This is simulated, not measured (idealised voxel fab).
Proc. module: voxel transistor to metal
The figure presents cross-section cut, which has a width of 160 nm and is divided into square cells with an edge length of 5 nm.
Cross-section layout: square cells on a grid; listed as bands, top to bottom; a band spans one or more cell rows.
This entry defines a band. It first specifies the height of the band's top and the height of its bottom in nm, and then specifies the band's materials from left to right, stating each material with its width in nm. The word "all across" identifies a single material that fills the band from edge to edge, while the word "air" identifies empty space.
Counting heights begins at 0, where everything beneath is, in the wafer as received, one material. The lowest band has no bottom; it goes on downwards, as "0 nm and below" shows.
You'd read "30..40" like this: the band's top row of cells is as wide as the first number, its bottom row is as wide as the second, and going down, every row changes width by the same amount as the row before did.
You'll sometimes find "remains unaltered" written for a step, and that's the way of saying that nowhere in the cross-section did a cell change during that step.
In "Unvented voids" the enclosed voids are listed, meaning empty spaces of 8 cells or larger without any opening to the top. The form is width x height at distance, distance from the left edge, units nm.
The remark found on a step's line after its settings is issued by the simulator itself and pertains to that step.
overlay nm, on a step with a mask: how far to the right of its planned place the mask lay; to the left if negative
Process steps - plan:
- 1: RECEIVE with material Si
- 2: OXIDIZE with depth nm 5
- 3: CONFORMAL_DEP with material SiN, thk nm 10
- 4: MASKED_ETCH with tone cover, mask id ACTIVE, width nm 110, etch materials SiN, depth nm 10, overlay nm -10
- 5: MASKED_ETCH with tone cover, mask id ACTIVE, width nm 110, etch materials SiO2, depth nm 5, overlay nm 0
- 6: MASKED_ETCH with tone cover, mask id ACTIVE, width nm 110, etch materials Si, depth nm 35, overlay nm 0
- 7: FILL_DEP with material SiO2, thk nm 15
- 8: CMP with height nm 10
- 9: SELECTIVE_ETCH with etch materials SiO2, depth nm 5
- 10: STRIP with etch materials SiN
- 11: SELECTIVE_ETCH with etch materials SiO2, depth nm 5
- 12: OXIDIZE with depth nm 5
- 13: DIRECTIONAL_DEP with material polySi, thk nm 30
- 14: DIRECTIONAL_DEP with material SiCN, thk nm 15
- 15: DIRECTIONAL_DEP with material aC, thk nm 15
- 16: PATTERN with tone cover, mask id GATE, material resist, width nm 20, thk nm 30, overlay nm 0
- 17: DIRECTIONAL_ETCH with etch materials aC, depth nm 15
- 18: STRIP with etch materials resist
- 19: DIRECTIONAL_ETCH with etch materials SiCN, depth nm 25
- 20: DIRECTIONAL_ETCH with etch materials polySi, depth nm 40
- 21: STRIP with etch materials aC
- 22: CONFORMAL_DEP with material SiO2, thk nm 5
- 23: DIRECTIONAL_ETCH with etch materials SiO2, depth nm 5
- 24: CONFORMAL_DEP with material SiN, thk nm 5
- 25: DIRECTIONAL_ETCH with etch materials SiN, depth nm 5
- 26: DIRECTIONAL_ETCH with etch materials SiO2, depth nm 5
- 27: DIRECTIONAL_ETCH with etch materials Si, depth nm 10
- 28: EPI with material SiGe, thk nm 15
- 29: FILL_DEP with material SiO2, thk nm 5
- 30: CMP with height nm 40
- 31: DIRECTIONAL_DEP with material SiO2, thk nm 10
- 32: DIRECTIONAL_DEP with material aC, thk nm 10
- 33: PATTERN with tone open, mask id CONTACT, material resist, width nm 20, pitch nm 70, thk nm 30, overlay nm 0
- 34: DIRECTIONAL_ETCH with etch materials aC, depth nm 10
- 35: STRIP with etch materials resist
- 36: DIRECTIONAL_ETCH with etch materials SiO2, depth nm 45
- 37: STRIP with etch materials aC
- 38: CONFORMAL_DEP with material TiN, thk nm 5
- 39: FILL_DEP with material W, thk nm 10
- 40: CMP with height nm 50
- 41: CONFORMAL_DEP with material SiCN, thk nm 5
- 42: DIRECTIONAL_DEP with material lowk, thk nm 15
- 43: DIRECTIONAL_DEP with material aC, thk nm 15
- 44: PATTERN with tone open, mask id METAL_1, material resist, width nm 20, pitch nm 70, thk nm 35, overlay nm 0
- 45: DIRECTIONAL_ETCH with etch materials aC, depth nm 15
- 46: STRIP with etch materials resist
- 47: DIRECTIONAL_ETCH with etch materials lowk, depth nm 15
- 48: DIRECTIONAL_ETCH with etch materials SiCN, depth nm 5
- 49: STRIP with etch materials aC
- 50: CONFORMAL_DEP with material TiN, thk nm 5
- 51: FILL_DEP with material Cu, thk nm 5
- 52: CMP with height nm 70
- 53: CONFORMAL_DEP with material SiCN, thk nm 5
- 54: DIRECTIONAL_DEP with material SiO2, thk nm 30
- 55: MASKED_ETCH with tone open, mask id METAL_2, width nm 20, pitch nm 70, etch materials SiO2, depth nm 20, overlay nm 0
- 56: PATTERN with tone open, mask id METAL_2_HOLES, material resist, width nm 15, pitch nm 70, thk nm 15, overlay nm 0
- 57: DIRECTIONAL_ETCH with etch materials SiO2, depth nm 10
- 58: DIRECTIONAL_ETCH with etch materials SiCN, depth nm 5
- 59: STRIP with etch materials resist
- 60: CONFORMAL_DEP with material TiN, thk nm 5
- 61: FILL_DEP with material Cu, thk nm 5
- 62: CMP with height nm 105
- 63: CONFORMAL_DEP with material SiN, thk nm 5
What sets these wafers apart? The overlay nm at step 4. They all start alike, and the plan carries the first wafer's value.
The as-received cross-section of the first of several wafers corresponds to the state after step 1:
* 0 nm and below = Si all across
* Unvented voids: none
Each wafer at the end: cells of each material gained (+) or lost (-) since it was received, then its closed voids:
overlay nm -10 | +30 Cu | -136 Si | +62 SiCN | +58 SiGe | +52 SiN | +418 SiO2 | +92 TiN | +32 W | +72 lowk | +24 polySi | Unvented voids: none
overlay nm -5 | +30 Cu | -142 Si | +62 SiCN | +60 SiGe | +52 SiN | +422 SiO2 | +92 TiN | +32 W | +72 lowk | +24 polySi | Unvented voids: none
overlay nm 0 | +30 Cu | -148 Si | +62 SiCN | +62 SiGe | +52 SiN | +426 SiO2 | +92 TiN | +32 W | +72 lowk | +24 polySi | Unvented voids: none
overlay nm 5 | +30 Cu | -142 Si | +62 SiCN | +60 SiGe | +52 SiN | +422 SiO2 | +92 TiN | +32 W | +72 lowk | +24 polySi | Unvented voids: none
overlay nm 10 | +30 Cu | -136 Si | +62 SiCN | +58 SiGe | +52 SiN | +418 SiO2 | +92 TiN | +32 W | +72 lowk | +24 polySi | Unvented voids: none
